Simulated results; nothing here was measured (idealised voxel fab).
This section sets out a process module, namely voxel ribs on slabs.
Section cut is 235 nm wide and gridded with 5 nm square cells.
A cross-section in this document is a grid of square cells, and it is written down as bands, the top band listed before the ones below it; a band is made up of one or more rows of cells. It is stipulated that each band's entry specify, in nanometres, the height of the top of the band and then that of its bottom, followed by the materials of the band in left-to-right sequence, each together with its width in nanometres. A single material marked by the word "throughout" is understood to fill the band from edge to edge; the word "blank" is understood to denote empty space. Measure heights from 0. That's the level where, below it, the as-received wafer is all one material. The lowest band is bottomless and extends downward; write it as in "top 0, no bottom". A width given as "30..40" starts at the first number in the band's top row and ends at the second number in its bottom row, shifting by an equal amount at every step from row to row. "same as before" for a step: no cell of the cross-section changed in that step. Each empty space that has no open way to the top and spans at least 8 cells appears under "Closed void register" as width x height at distance, the distance counted from the left edge, all in nm. Anything after a step's settings on that line? It's the simulator's own note about the step. "overlay nm" answers the question of how far to the right of plan the mask lay on a step that has a mask, and when it is negative the answer is to the left.
# plan
| 1 | RECEIVE | material Si |
| 2 | DIRECTIONAL_DEP | material SiO2 | thk nm 20 |
| 3 | DIRECTIONAL_DEP | material SiN | thk nm 25 |
| 4 | DIRECTIONAL_DEP | material aC | thk nm 15 |
| 5 | PATTERN | tone cover | mask id RIB | material resist | width nm 30 | thk nm 35 | overlay nm 0 |
| 6 | DIRECTIONAL_ETCH | etch materials aC | depth nm 15 |
| 7 | STRIP | etch materials resist |
| 8 | DIRECTIONAL_ETCH | etch materials SiN | depth nm 5 |
| 9 | STRIP | etch materials aC |
| 10 | MASKED_ETCH | tone cover | mask id SLAB | width nm 60 | etch materials SiN | depth nm 20 | overlay nm 0 |
| 11 | FILL_DEP | material SiO2 | thk nm 15 |
| 12 | CMP | height nm 55 |
| 13 | DIRECTIONAL_DEP | material TiN | thk nm 5 |
| 14 | PATTERN | tone cover | mask id HEATER | material resist | width nm 40 | thk nm 20 | overlay nm 0 |
| 15 | DIRECTIONAL_ETCH | etch materials TiN | depth nm 5 |
| 16 | STRIP | etch materials resist |
| 17 | CONFORMAL_DEP | material SiN | thk nm 5 |
# Cross-sectional view of the wafer in its as-received condition, corresponding to the state after step 1
> top 0, no bottom  Si throughout
> Closed void register: none
# The module was run from the start shown above using the plan shown above, but one mistake was made doing it; the resulting wafer cross-section is below
> top 65, bottom 60  blank 90; SiN 50; blank 95
> top 60, bottom 55  SiN 95; TiN 40; SiN 100
> top 55, bottom 45  SiO2 85; SiN 60; SiO2 90
> top 45, bottom 20  SiN throughout
> top 20, bottom 0  SiO2 throughout
> top 0, no bottom  Si throughout
> Closed void register: none
Where did the run depart from the plan? step 3 in the plan was executed twice
